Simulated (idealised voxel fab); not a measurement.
This section sets out a process module, namely voxel fin reveal.
Each square cell in cross-section cut measures 5 nm, and the section as a whole is 195 nm wide.
This document writes a cross-section as a grid whose cells are square, and gives it as bands, listed from the top down; one or more rows of cells form a band. Top, bottom (nm), then materials left to right with widths (nm); lone material tagged "full width" fills the whole band edge to edge; "empty" = empty space. Zero point of the height axis is 0; under it, received wafer = one material. Lowest band: continues down indefinitely, "z 0 and below". Width: "30..40" (first number = top row, second number = bottom row, same change from row to row of cells). "nothing different" after a step means that no cell of the cross-section changed. Entry "Fully closed voids" = empty spaces >= 8 cells with no open way to the top; each as width x height at distance, distance from left edge, all nm. If you see something after the settings on a step's line, that's the simulator's own remark about that step. overlay nm: mask right of planned place by this much (step with mask). Neg. = left.

Below is the list of planned process steps
| 1 | op RECEIVE | material Si |
| 2 | op CONFORMAL_DEP | material SiN | thk nm 5 |
| 3 | op PATTERN | tone cover | mask id FINS | material resist | width nm 15 | pitch nm 35 | thk nm 20 | overlay nm 0 |
| 4 | op DIRECTIONAL_ETCH | etch materials SiN | depth nm 5 |
| 5 | op DIRECTIONAL_ETCH | etch materials Si | depth nm 40 |
| 6 | op STRIP | etch materials resist |
| 7 | op FILL_DEP | material SiO2 | thk nm 10 |
| 8 | op CMP | height nm 5 |
| 9 | op SELECTIVE_ETCH | etch materials SiO2 | depth nm 30 |
| 10 | op STRIP | etch materials SiN |
| 11 | op CONFORMAL_DEP | material SiO2 | thk nm 5 |

Wafer cross-section on receipt, i.e. after step 1
* z 0 and below: Si full width
* Fully closed voids: none

Post-module cross-section of the first of two wafers (run per plan)
* z 5 to 0: 65 empty / 25 SiO2 / 10 empty / 25 SiO2 / 70 empty
* z 0 to -20: 65 empty / 5 SiO2 / 15 Si / 5 SiO2 / 10 empty / 5 SiO2 / 15 Si / 5 SiO2 / 70 empty
* z -20 to -40: 70 SiO2 / 15 Si / 20 SiO2 / 15 Si / 75 SiO2
* z -40 and below: Si full width
* Fully closed voids: none

Second of two wafers, module complete, sectioned: it shares the first wafer's start and plan but was run with one mistake
* z 5 to 0: 75 SiO2 / 5 empty / 30 SiO2 / 5 empty / 80 SiO2
* z 0 to -20: 70 Si / 5 SiO2 / 5 empty / 5 SiO2 / 20 Si / 5 SiO2 / 5 empty / 5 SiO2 / 75 Si
* z -20 to -40: 70 Si / 15 SiO2 / 20 Si / 15 SiO2 / 75 Si
* z -40 and below: Si full width
* Fully closed voids: none
Want to know what went wrong? step 3, actual vs plan mismatch, actual run op PATTERN | tone open | mask id FINS | material resist | width nm 15 | pitch nm 35 | thk nm 20 | overlay nm 0
Looking at both finished wafers in cells, the second ends up ahead of or behind the first on some materials: 216 more of Si; 81 fewer of SiO2
